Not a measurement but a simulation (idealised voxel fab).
Presented below is a process module, voxel quadruple lines.
Square cells of 5 nm make up the cross-section cut, whose width is 290 nm.
Format of a cross-section: grid, square cells. Given as bands. Order: top down. Band: one or more rows of cells.
This entry defines a band. It first specifies the height of the band's top and the height of its bottom in nm, and then specifies the band's materials from left to right, stating each material with its width in nm. The word "all across" identifies a single material that fills the band from edge to edge, while the word "blank" identifies empty space.
Convention: height 0 is the level below which the wafer, as received, is all one material. The lowest band does not terminate at the bottom but continues downward, represented as "0 and below".
So if you see something like "30 to 40" for the width, read it as the top row of the band sitting at the first number and the bottom row at the second, with every row in between moving by the same amount as the last.
Where a step carries "nothing altered", the cross-section came out of it unchanged, cell for cell.
Entry "Enclosed internal voids" = empty spaces >= 8 cells with no open way to the top; each as width x height at distance, distance from left edge, all nm.
Post-settings text on a step line: simulator's own remark regarding the step.
"overlay nm" denotes, for a step that has a mask, the displacement of the mask to the right of its planned place, with negative values corresponding to the left.
THIS SECTION LISTS THE PROCESS STEPS THAT WERE PLANNED
1 RECEIVE [material Si]
2 CONFORMAL_DEP [material Al2O3] [thk nm 10]
3 DIRECTIONAL_DEP [material Ru] [thk nm 15]
4 DIRECTIONAL_DEP [material polySi] [thk nm 20]
5 DIRECTIONAL_DEP [material aC] [thk nm 20]
6 PATTERN [tone cover] [mask id MANDREL] [material resist] [width nm 25] [thk nm 30] [overlay nm 0]
7 DIRECTIONAL_ETCH [etch materials aC] [depth nm 20]
8 STRIP [etch materials resist]
9 CONFORMAL_DEP [material SiO2] [thk nm 15]
10 DIRECTIONAL_ETCH [etch materials SiO2] [depth nm 15]
11 STRIP [etch materials aC]
12 DIRECTIONAL_ETCH [etch materials polySi] [depth nm 20]
13 STRIP [etch materials SiO2]
14 CONFORMAL_DEP [material SiN] [thk nm 5]
15 DIRECTIONAL_ETCH [etch materials SiN] [depth nm 5]
16 STRIP [etch materials polySi]
17 DIRECTIONAL_ETCH [etch materials Ru] [depth nm 15]
18 STRIP [etch materials SiN]
19 FILL_DEP [material lowk] [thk nm 5]
20 CMP [height nm 25]
FIRST OUT OF TWO WAFERS; RUN WENT TO PLAN
INCOMING WAFER IN CROSS-SECTION (STATE: AFTER STEP 1)
- 0 and below: Si all across
- Enclosed internal voids: none
CROSS-SECTION OF THE WAFER SUBSEQUENT TO STEP 2
- 10 down to 0: Al2O3 all across
- Below 0, no change.
CROSS-SECTION OF THE WAFER SUBSEQUENT TO STEP 3
- 25 down to 10: Ru all across
- Below 10, no change.
CROSS-SECTION OF THE WAFER SUBSEQUENT TO STEP 4
- 45 down to 25: polySi all across
- Below 25, no change.
CROSS-SECTION OF THE WAFER SUBSEQUENT TO STEP 5
- 65 down to 45: aC all across
- Below 45, no change.
CROSS-SECTION OF THE WAFER SUBSEQUENT TO STEP 6
- 95 down to 65: blank 130 nm, resist 25 nm, blank 135 nm
- Below 65, no change.
CROSS-SECTION OF THE WAFER SUBSEQUENT TO STEP 7
- 75 down to 65: blank 130 nm, resist 25 nm, blank 135 nm
- 65 down to 45: blank 130 nm, aC 25 nm, blank 135 nm
- Below 45, no change.
CROSS-SECTION OF THE WAFER SUBSEQUENT TO STEP 8
- 65 down to 45: blank 130 nm, aC 25 nm, blank 135 nm
- Below 45, no change.
CROSS-SECTION OF THE WAFER SUBSEQUENT TO STEP 9
- 80 down to 65: blank 115 nm, SiO2 55 nm, blank 120 nm
- 65 down to 60: blank 115 nm, SiO2 15 nm, aC 25 nm, SiO2 15 nm, blank 120 nm
- 60 down to 45: SiO2 130 nm, aC 25 nm, SiO2 135 nm
- Below 45, no change.
CROSS-SECTION OF THE WAFER SUBSEQUENT TO STEP 10
- 65 down to 45: blank 115 nm, SiO2 15 nm, aC 25 nm, SiO2 15 nm, blank 120 nm
- Below 45, no change.
CROSS-SECTION OF THE WAFER SUBSEQUENT TO STEP 11
- 65 down to 45: blank 115 nm, SiO2 15 nm, blank 25 nm, SiO2 15 nm, blank 120 nm
- Below 45, no change.
CROSS-SECTION OF THE WAFER SUBSEQUENT TO STEP 12
- 65 down to 45: blank 115 nm, SiO2 15 nm, blank 25 nm, SiO2 15 nm, blank 120 nm
- 45 down to 25: blank 115 nm, polySi 15 nm, blank 25 nm, polySi 15 nm, blank 120 nm
- Below 25, no change.
CROSS-SECTION OF THE WAFER SUBSEQUENT TO STEP 13
- 45 down to 25: blank 115 nm, polySi 15 nm, blank 25 nm, polySi 15 nm, blank 120 nm
- Below 25, no change.
CROSS-SECTION OF THE WAFER SUBSEQUENT TO STEP 14
- 50 down to 45: blank 110 nm, SiN 25 nm, blank 15 nm, SiN 25 nm, blank 115 nm
- 45 down to 30: blank 110 nm, SiN 5 nm, polySi 15 nm, SiN 5 nm, blank 15 nm, SiN 5 nm, polySi 15 nm, SiN 5 nm, blank 115 nm
- 30 down to 25: SiN 115 nm, polySi 15 nm, SiN 25 nm, polySi 15 nm, SiN 120 nm
- Below 25, no change.
CROSS-SECTION OF THE WAFER SUBSEQUENT TO STEP 15
- 45 down to 25: blank 110 nm, SiN 5 nm, polySi 15 nm, SiN 5 nm, blank 15 nm, SiN 5 nm, polySi 15 nm, SiN 5 nm, blank 115 nm
- Below 25, no change.
CROSS-SECTION OF THE WAFER SUBSEQUENT TO STEP 16
- 45 down to 25: blank 110 nm, SiN 5 nm, blank 15 nm, SiN 5 nm, blank 15 nm, SiN 5 nm, blank 15 nm, SiN 5 nm, blank 115 nm
- Below 25, no change.
CROSS-SECTION OF THE WAFER SUBSEQUENT TO STEP 17
- 45 down to 25: blank 110 nm, SiN 5 nm, blank 15 nm, SiN 5 nm, blank 15 nm, SiN 5 nm, blank 15 nm, SiN 5 nm, blank 115 nm
- 25 down to 10: blank 110 nm, Ru 5 nm, blank 15 nm, Ru 5 nm, blank 15 nm, Ru 5 nm, blank 15 nm, Ru 5 nm, blank 115 nm
- Below 10, no change.
CROSS-SECTION OF THE WAFER SUBSEQUENT TO STEP 18
- 25 down to 10: blank 110 nm, Ru 5 nm, blank 15 nm, Ru 5 nm, blank 15 nm, Ru 5 nm, blank 15 nm, Ru 5 nm, blank 115 nm
- Below 10, no change.
CROSS-SECTION OF THE WAFER SUBSEQUENT TO STEP 19
- 30 down to 25: lowk all across
- 25 down to 10: lowk 110 nm, Ru 5 nm, lowk 15 nm, Ru 5 nm, lowk 15 nm, Ru 5 nm, lowk 15 nm, Ru 5 nm, lowk 115 nm
- Below 10, no change.
CROSS-SECTION OF THE WAFER SUBSEQUENT TO STEP 20
- 25 down to 10: lowk 110 nm, Ru 5 nm, lowk 15 nm, Ru 5 nm, lowk 15 nm, Ru 5 nm, lowk 15 nm, Ru 5 nm, lowk 115 nm
- Below 10, no change.
OKAY, SECOND WAFER. NOTHING DIFFERENT AT THE START, NOTHING DIFFERENT IN THE PLAN, JUST ONE MISTAKE SOMEWHERE IN THE RUNNING. AS FAR AS STEP 5, COUNTING THAT STEP, IT'S THE FIRST WAFER ALL OVER AGAIN
CROSS-SECTION OF THE SECOND WAFER AT THE TIME STEP 6 OF THE PLAN SHOULD HAVE ENDED
- 95 down to 65: resist 130 nm, blank 25 nm, resist 135 nm
- Below 65, no change.
CROSS-SECTION OF THE SECOND WAFER AT THE TIME STEP 7 OF THE PLAN SHOULD HAVE ENDED
- 75 down to 65: resist 130 nm, blank 25 nm, resist 135 nm
- 65 down to 45: aC 130 nm, blank 25 nm, aC 135 nm
- Below 45, no change.
CROSS-SECTION OF THE SECOND WAFER AT THE TIME STEP 8 OF THE PLAN SHOULD HAVE ENDED
- 65 down to 45: aC 130 nm, blank 25 nm, aC 135 nm
- Below 45, no change.
CROSS-SECTION OF THE SECOND WAFER AT THE TIME STEP 9 OF THE PLAN SHOULD HAVE ENDED
- 80 down to 65: SiO2 all across
- 65 down to 45: aC 130 nm, SiO2 25 nm, aC 135 nm
- Below 45, no change.
CROSS-SECTION OF THE SECOND WAFER AT THE TIME STEP 10 OF THE PLAN SHOULD HAVE ENDED
- 65 down to 45: aC 130 nm, SiO2 25 nm, aC 135 nm
- Below 45, no change.
CROSS-SECTION OF THE SECOND WAFER AT THE TIME STEP 11 OF THE PLAN SHOULD HAVE ENDED
- 65 down to 45: blank 130 nm, SiO2 25 nm, blank 135 nm
- Below 45, no change.
CROSS-SECTION OF THE SECOND WAFER AT THE TIME STEP 12 OF THE PLAN SHOULD HAVE ENDED
- 65 down to 45: blank 130 nm, SiO2 25 nm, blank 135 nm
- 45 down to 25: blank 130 nm, polySi 25 nm, blank 135 nm
- Below 25, no change.
CROSS-SECTION OF THE SECOND WAFER AT THE TIME STEP 13 OF THE PLAN SHOULD HAVE ENDED
- 45 down to 25: blank 130 nm, polySi 25 nm, blank 135 nm
- Below 25, no change.
CROSS-SECTION OF THE SECOND WAFER AT THE TIME STEP 14 OF THE PLAN SHOULD HAVE ENDED
- 50 down to 45: blank 125 nm, SiN 35 nm, blank 130 nm
- 45 down to 30: blank 125 nm, SiN 5 nm, polySi 25 nm, SiN 5 nm, blank 130 nm
- 30 down to 25: SiN 130 nm, polySi 25 nm, SiN 135 nm
- Below 25, no change.
CROSS-SECTION OF THE SECOND WAFER AT THE TIME STEP 15 OF THE PLAN SHOULD HAVE ENDED
- 45 down to 25: blank 125 nm, SiN 5 nm, polySi 25 nm, SiN 5 nm, blank 130 nm
- Below 25, no change.
CROSS-SECTION OF THE SECOND WAFER AT THE TIME STEP 16 OF THE PLAN SHOULD HAVE ENDED
- 45 down to 25: blank 125 nm, SiN 5 nm, blank 25 nm, SiN 5 nm, blank 130 nm
- Below 25, no change.
CROSS-SECTION OF THE SECOND WAFER AT THE TIME STEP 17 OF THE PLAN SHOULD HAVE ENDED
- 45 down to 25: blank 125 nm, SiN 5 nm, blank 25 nm, SiN 5 nm, blank 130 nm
- 25 down to 10: blank 125 nm, Ru 5 nm, blank 25 nm, Ru 5 nm, blank 130 nm
- Below 10, no change.
CROSS-SECTION OF THE SECOND WAFER AT THE TIME STEP 18 OF THE PLAN SHOULD HAVE ENDED
- 25 down to 10: blank 125 nm, Ru 5 nm, blank 25 nm, Ru 5 nm, blank 130 nm
- Below 10, no change.
CROSS-SECTION OF THE SECOND WAFER AT THE TIME STEP 19 OF THE PLAN SHOULD HAVE ENDED
- 30 down to 25: lowk all across
- 25 down to 10: lowk 125 nm, Ru 5 nm, lowk 25 nm, Ru 5 nm, lowk 130 nm
- Below 10, no change.
CROSS-SECTION OF THE SECOND WAFER AT THE TIME STEP 20 OF THE PLAN SHOULD HAVE ENDED
- 25 down to 10: lowk 125 nm, Ru 5 nm, lowk 25 nm, Ru 5 nm, lowk 130 nm
- Below 10, no change.
Plan not followed: note that step 6 departed from the planned setting and was carried out as PATTERN [tone open] [mask id MANDREL] [material resist] [width nm 25] [thk nm 30] [overlay nm 0]
In the final state, the cell counts of the second wafer exceed or fall short of those of the first for the following materials: -6 Ru, +6 lowk
